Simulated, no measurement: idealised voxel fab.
The process module presented herein is designated voxel lift off.
For reference, the cross-section in this document is cut, with width 220 nm and square cells of 5 nm.
Each cross-section below is a grid of square cells, stated as bands in top-down order, with one or more rows of cells making up each band. Quick guide to a band line: top height, bottom height (nm) up front; then every material left to right with its width in nm. Only one material and it's marked "throughout"? Then it fills the band edge to edge. And "blank" just means empty space. Counting heights begins at 0, where everything beneath is, in the wafer as received, one material. The lowest band has no bottom; it goes on downwards, as "top 0, no bottom" shows. Note: "30..40" means the width goes from the first number (top row of the band) to the second number (bottom row) in equal steps per row of cells. "nothing got changed", as given for a step, is the statement that not any cell of the cross-section underwent a change during that step. Entry "Sealed-off cavities" = empty spaces >= 8 cells with no open way to the top; each as width x height at distance, distance from left edge, all nm. It should be noted that, on the line of a given step, the content following the step's settings is a remark produced by the simulator itself with respect to that step. overlay nm: how far to the right of its planned place the mask lay on this masked step (negative: to the left).

The planned process steps are enumerated hereunder
1. RECEIVE | material Si
2. CONFORMAL_DEP | material SiO2 | thk nm 15
3. PATTERN | tone open | mask id LINES | material resist | width nm 15 | pitch nm 40 | thk nm 25 | overlay nm 0
4. DIRECTIONAL_DEP | material Ru | thk nm 10
5. STRIP | etch materials resist
6. CONFORMAL_DEP | material SiCN | thk nm 10

Step 1 complete: cross-section of the wafer as received
* top 0, no bottom | Si throughout
* Sealed-off cavities: none

Cross-sectional view of the first of the two wafers upon completion of the module, processed in accordance with the plan
* top 35, bottom 25 | blank: 50  SiCN: 35  blank: 5  SiCN: 35  blank: 5  SiCN: 35  blank: 55
* top 25, bottom 15 | SiCN: 60  Ru: 15  SiCN: 25  Ru: 15  SiCN: 25  Ru: 15  SiCN: 65
* top 15, bottom 0 | SiO2 throughout
* top 0, no bottom | Si throughout
* Sealed-off cavities: none

Cross-section, second wafer: same start as the first, same plan as the first, one mistake in running it; taken at the end of the module
* top 35, bottom 25 | SiCN throughout
* top 25, bottom 15 | Ru: 60  SiCN: 15  Ru: 25  SiCN: 15  Ru: 25  SiCN: 15  Ru: 65
* top 15, bottom 0 | SiO2 throughout
* top 0, no bottom | Si throughout
* Sealed-off cavities: none
What was done differently from what was planned? in deviation from the planned setting, step 3 was conducted as PATTERN | tone cover | mask id LINES | material resist | width nm 15 | pitch nm 40 | thk nm 25 | overlay nm 0
Counted in cells at the end, the second wafer holds more or fewer of these materials than the first: Ru +52; SiCN -6
